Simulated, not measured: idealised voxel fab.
The document below concerns the process module designated voxel self aligned vias.
Displayed cross-section: cut, width of 220 nm, square cells sized 5 nm.
Cross-section format: a grid of square cells, given as bands from top to bottom; each band is one or more rows of cells.
Read a band's entry like this: the first values are the height of its top and the height of its bottom in nm, and what follows is the sequence of materials from left to right, each with its width in nm. Note that "air" is empty space, and that a single material marked "edge to edge" reaches across the band from edge to edge.
A quick word on heights: they are counted from 0, and under that level the wafer as it came to us is one material throughout. The lowest band is different from the rest in having no bottom; it simply continues downward, written as in "0 down".
The notation "30->40" denotes a width that varies across the rows of cells in the band, beginning at the first number in the top row, finishing at the second number in the bottom row, and changing by an identical amount from each row to the next.
"same as before" (step): cross-section cells unchanged, all of them.
Empty spaces counting at least 8 cells and having no open way to the top are listed in "Sealed-off cavities". The notation width x height at distance is used for each, the distance being from the left edge and all three values in nm.
Text after the settings on a step's line: the simulator's own remark on that step.
For masked steps, "overlay nm" on the step line gives how far right of plan the mask actually lay; a minus sign means it lay to the left.
Listed below are the process steps as planned:
| 1 | RECEIVE (material Si) |
| 2 | CONFORMAL_DEP (material SiO2; thk nm 15) |
| 3 | CONFORMAL_DEP (material SiCN; thk nm 5) |
| 4 | DIRECTIONAL_DEP (material SiO2; thk nm 25) |
| 5 | DIRECTIONAL_DEP (material aC; thk nm 10) |
| 6 | PATTERN (tone open; mask id LINES; material resist; width nm 30; pitch nm 70; thk nm 25; overlay nm 0) |
| 7 | DIRECTIONAL_ETCH (etch materials aC; depth nm 10) |
| 8 | STRIP (etch materials resist) |
| 9 | DIRECTIONAL_ETCH (etch materials SiO2; depth nm 25) |
| 10 | STRIP (etch materials aC) |
| 11 | CONFORMAL_DEP (material TiN; thk nm 5) |
| 12 | FILL_DEP (material Ru; thk nm 10) |
| 13 | CMP (height nm 45) |
| 14 | SELECTIVE_ETCH (etch materials W Ru TiN; depth nm 10) |
| 15 | FILL_DEP (material SiN; thk nm 10) |
| 16 | CMP (height nm 45) |
| 17 | DIRECTIONAL_DEP (material SiO2; thk nm 15) |
| 18 | MASKED_ETCH (tone open; mask id VIAS; width nm 50; pitch nm 70; etch materials SiO2; depth nm 15; overlay nm 0) |
| 19 | MASKED_ETCH (tone open; mask id VIAS; width nm 50; pitch nm 70; etch materials SiN; depth nm 10; overlay nm 0) |
| 20 | CONFORMAL_DEP (material TiN; thk nm 5) |
| 21 | FILL_DEP (material Cu; thk nm 5) |
| 22 | CMP (height nm 60) |
| 23 | CONFORMAL_DEP (material SiCN; thk nm 5) |
Cross-section of the wafer upon arrival, representing the state reached after step 1:
	0 down  Si edge to edge
	Sealed-off cavities: none
Same starting wafer, same plan as above, one mistake in the execution; this is the cross-section at the end of the module:
	65 to 60  SiCN edge to edge
	60 to 50  Cu 45 nm  TiN 5 nm  SiO2 50 nm  TiN 5 nm  Cu 10 nm  TiN 5 nm  SiO2 50 nm  TiN 5 nm  Cu 45 nm
	50 to 45  TiN 50 nm  SiO2 50 nm  TiN 20 nm  SiO2 50 nm  TiN 50 nm
	45 to 35  SiO2 60 nm  SiN 30 nm  SiO2 40 nm  SiN 30 nm  SiO2 60 nm
	35 to 25  SiO2 60 nm  TiN 5 nm  Ru 20 nm  TiN 5 nm  SiO2 40 nm  TiN 5 nm  Ru 20 nm  TiN 5 nm  SiO2 60 nm
	25 to 20  SiO2 60 nm  TiN 30 nm  SiO2 40 nm  TiN 30 nm  SiO2 60 nm
	20 to 15  SiCN edge to edge
	15 to 0  SiO2 edge to edge
	0 down  Si edge to edge
	Sealed-off cavities: none
Short version of what went wrong: step 18 ran as: MASKED_ETCH (tone cover; mask id VIAS; width nm 50; pitch nm 70; etch materials SiO2; depth nm 15; overlay nm 0)
